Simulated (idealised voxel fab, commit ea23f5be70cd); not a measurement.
process module | voxel air gaps
cross-section cut | 170 nm wide | cells 5 nm
A cross-section is a grid of square cells, given in bands from the top down. A band is one or more rows of cells.
Each band's line starts with the height of the band's top and of its bottom, in nm. Then come its materials from left to right, each with its width in nm. One material with "throughout" fills the band from edge to edge. "air" is empty space.
Height 0 is the level under which the wafer as received is all one material. The lowest band goes on downwards, as in "0 down".
A width such as "30 to 40" changes by the same amount from each row of cells to the next, from the band's top row to its bottom row.
"no change" after a step means that no cell of the cross-section changed.
closed voids: empty space of 8 cells or more with no open way to the top, each as width x height at its distance from the left edge, in nm
after a step's settings: what the simulator itself notes on the step
overlay nm, on a step with a mask: how far to the right of its planned place the mask lay; to the left if negative
plan
1 op RECEIVE | material Si
2 op CONFORMAL_DEP | material SiO2 | thk nm 10
3 op CONFORMAL_DEP | material SiN | thk nm 5
4 op DIRECTIONAL_DEP | material SiO2 | thk nm 40
5 op PATTERN | tone open | mask id LINES | material resist | width nm 25 | pitch nm 50 | thk nm 20 | overlay nm 0
6 op DIRECTIONAL_ETCH | etch materials SiO2 | depth nm 40
7 op STRIP | etch materials resist
8 op CONFORMAL_DEP | material TiN | thk nm 5
9 op FILL_DEP | material Cu | thk nm 5
10 op CMP | height nm 55
11 op EPI | material Ru | thk nm 10
12 op SELECTIVE_ETCH | etch materials SiO2 | depth nm 50
13 op CONFORMAL_DEP | material SiN | thk nm 5
as received, after step 1
  0 down: Si throughout
  closed voids: none
a wafer at the end: this start, this plan, one mistake
  75 to 70: SiN throughout
  70 to 60: Ru throughout
  60 to 55: TiN 25 | Cu 15 | TiN 35 | Cu 15 | TiN 35 | Cu 15 | TiN 30
  55 to 20: SiO2 20 | TiN 5 | Cu 15 | TiN 5 | SiO2 25 | TiN 5 | Cu 15 | TiN 5 | SiO2 25 | TiN 5 | Cu 15 | TiN 5 | SiO2 25
  20 to 15: SiO2 20 | TiN 25 | SiO2 25 | TiN 25 | SiO2 25 | TiN 25 | SiO2 25
  15 to 10: SiN throughout
  10 to 0: SiO2 throughout
  0 down: Si throughout
  closed voids: none
what went wrong: step 10 ran as: op CMP | height nm 60
